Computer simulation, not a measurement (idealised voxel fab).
Herein follows the process module entitled voxel wiring stack.
Section cut is 235 nm wide and gridded with 5 nm square cells.
Cross-section spec: square-cell grid; bands listed top down; each band is one or more rows. What a band's entry tells you: where the top is and where the bottom is, as heights in nm, and after that what lies inside, material by material from left to right, each with its width in nm. Empty space is written as the word "air", and a single material marked with the word "throughout" occupies the band from edge to edge. The reference from which all heights are counted is 0, the level beneath which the as-received wafer is entirely one material; the lowest band, having no lower bound, proceeds downward and is written after the example "z 0 and below". Width spec "30->40" -> top row of cells at first value, bottom row at second value, equal per-row change in between. Step marked "identical to before"? Then no cell in the cross-section changed in it. In the "Sealed void inventory" entry, you get each enclosed empty space of 8 cells or more, one with no open way to the top, written width x height at distance, distance from the left edge, in nm. Whatever follows a step's settings on its line is a remark the simulator itself makes about that step. What "overlay nm" on a step's line means: if the step has a mask, that mask lay this far to the right of its planned place, or, when the value is negative, to the left.

**The process steps that were planned are listed below**
1,RECEIVE with material Si
2,CONFORMAL_DEP with material SiO2, thk nm 10
3,CONFORMAL_DEP with material SiCN, thk nm 5
4,DIRECTIONAL_DEP with material lowk, thk nm 15
5,DIRECTIONAL_DEP with material aC, thk nm 15
6,PATTERN with tone open, mask id METAL_1, material resist, width nm 25, pitch nm 50, thk nm 30, overlay nm 0
7,DIRECTIONAL_ETCH with etch materials aC, depth nm 15
8,STRIP with etch materials resist
9,DIRECTIONAL_ETCH with etch materials lowk, depth nm 15
10,DIRECTIONAL_ETCH with etch materials SiCN, depth nm 5
11,STRIP with etch materials aC
12,CONFORMAL_DEP with material TiN, thk nm 5
13,FILL_DEP with material Cu, thk nm 10
14,CMP with height nm 30
15,CONFORMAL_DEP with material SiCN, thk nm 5
16,DIRECTIONAL_DEP with material lowk, thk nm 15
17,DIRECTIONAL_DEP with material aC, thk nm 10
18,PATTERN with tone open, mask id PLUG_1, material resist, width nm 15, pitch nm 50, thk nm 30, overlay nm 0
19,DIRECTIONAL_ETCH with etch materials aC, depth nm 10
20,STRIP with etch materials resist
21,DIRECTIONAL_ETCH with etch materials lowk, depth nm 15
22,DIRECTIONAL_ETCH with etch materials SiCN, depth nm 5
23,STRIP with etch materials aC
24,CONFORMAL_DEP with material TiN, thk nm 5
25,FILL_DEP with material Cu, thk nm 5
26,CMP with height nm 50
27,CONFORMAL_DEP with material SiCN, thk nm 5
28,DIRECTIONAL_DEP with material SiO2, thk nm 20
29,PATTERN with tone open, mask id METAL_2, material resist, width nm 25, pitch nm 50, thk nm 20, overlay nm 0
30,DIRECTIONAL_ETCH with etch materials SiO2, depth nm 20
31,DIRECTIONAL_ETCH with etch materials SiCN, depth nm 5
32,STRIP with etch materials resist
33,CONFORMAL_DEP with material TiN, thk nm 5
34,FILL_DEP with material W, thk nm 10
35,CMP with height nm 75
36,CONFORMAL_DEP with material SiCN, thk nm 5
37,DIRECTIONAL_DEP with material SiO2, thk nm 25
38,DIRECTIONAL_DEP with material aC, thk nm 15
39,PATTERN with tone open, mask id METAL_3, material resist, width nm 25, pitch nm 50, thk nm 35, overlay nm 0
40,DIRECTIONAL_ETCH with etch materials aC, depth nm 15
41,STRIP with etch materials resist
42,DIRECTIONAL_ETCH with etch materials SiO2, depth nm 15
43,STRIP with etch materials aC
44,PATTERN with tone open, mask id METAL_3_HOLES, material resist, width nm 15, pitch nm 50, thk nm 15, overlay nm 0
45,DIRECTIONAL_ETCH with etch materials SiO2, depth nm 10
46,DIRECTIONAL_ETCH with etch materials SiCN, depth nm 5
47,STRIP with etch materials resist
48,CONFORMAL_DEP with material TiN, thk nm 5
49,FILL_DEP with material Ru, thk nm 10
50,CMP with height nm 105
51,CONFORMAL_DEP with material SiCN, thk nm 5

**Cross-sectional view of the wafer in its as-received condition, corresponding to the state after step 1**
- z 0 and below | Si throughout
- Sealed void inventory: none

**Cross-sectional view of the first of the two wafers upon completion of the module, processed in accordance with the plan**
- z 110 to 105 | SiCN throughout
- z 105 to 95 | SiO2 80, then TiN 5, then Ru 15, then TiN 5, then SiO2 25, then TiN 5, then Ru 15, then TiN 5, then SiO2 80
- z 95 to 90 | SiO2 80, then TiN 5, then Ru 5, then TiN 15, then SiO2 25, then TiN 5, then Ru 5, then TiN 15, then SiO2 80
- z 90 to 80 | SiO2 80, then TiN 5, then Ru 5, then TiN 5, then SiO2 35, then TiN 5, then Ru 5, then TiN 5, then SiO2 90
- z 80 to 75 | SiCN 80, then TiN 15, then SiCN 35, then TiN 15, then SiCN 90
- z 75 to 55 | SiO2 80, then TiN 5, then W 15, then TiN 5, then SiO2 25, then TiN 5, then W 15, then TiN 5, then SiO2 80
- z 55 to 50 | SiCN 80, then TiN 25, then SiCN 25, then TiN 25, then SiCN 80
- z 50 to 35 | lowk 80, then TiN 5, then Cu 5, then TiN 5, then lowk 35, then TiN 5, then Cu 5, then TiN 5, then lowk 90
- z 35 to 30 | SiCN 80, then TiN 15, then SiCN 35, then TiN 15, then SiCN 90
- z 30 to 15 | lowk 80, then TiN 5, then Cu 15, then TiN 5, then lowk 25, then TiN 5, then Cu 15, then TiN 5, then lowk 80
- z 15 to 10 | SiCN 80, then TiN 25, then SiCN 25, then TiN 25, then SiCN 80
- z 10 to 0 | SiO2 throughout
- z 0 and below | Si throughout
- Sealed void inventory: none

**Wafer two, end of module, cross-section. Same start, same plan as wafer one. One mistake in the run**
- z 110 to 105 | SiCN throughout
- z 105 to 100 | Ru throughout
- z 100 to 95 | TiN 85, then Ru 15, then TiN 35, then Ru 15, then TiN 85
- z 95 to 90 | SiO2 80, then TiN 25, then SiO2 25, then TiN 25, then SiO2 80
- z 90 to 80 | SiO2 95, then TiN 10, then SiO2 40, then TiN 10, then SiO2 80
- z 80 to 75 | SiCN 95, then TiN 10, then SiCN 40, then TiN 10, then SiCN 80
- z 75 to 55 | SiO2 80, then TiN 5, then W 15, then TiN 5, then SiO2 25, then TiN 5, then W 15, then TiN 5, then SiO2 80
- z 55 to 50 | SiCN 80, then TiN 25, then SiCN 25, then TiN 25, then SiCN 80
- z 50 to 35 | lowk 80, then TiN 5, then Cu 5, then TiN 5, then lowk 35, then TiN 5, then Cu 5, then TiN 5, then lowk 90
- z 35 to 30 | SiCN 80, then TiN 15, then SiCN 35, then TiN 15, then SiCN 90
- z 30 to 15 | lowk 80, then TiN 5, then Cu 15, then TiN 5, then lowk 25, then TiN 5, then Cu 15, then TiN 5, then lowk 80
- z 15 to 10 | SiCN 80, then TiN 25, then SiCN 25, then TiN 25, then SiCN 80
- z 10 to 0 | SiO2 throughout
- z 0 and below | Si throughout
- Sealed void inventory: none
Heads up, the wafer didn't run the way we planned it: for step 44, the planned setting was not used; the step was instead run as PATTERN with tone cover, mask id METAL_3_HOLES, material resist, width nm 15, pitch nm 50, thk nm 15, overlay nm 0
In the final state, the cell counts of the second wafer exceed or fall short of those of the first for the following materials: Ru +35, SiCN +2, SiO2 -70, TiN +33
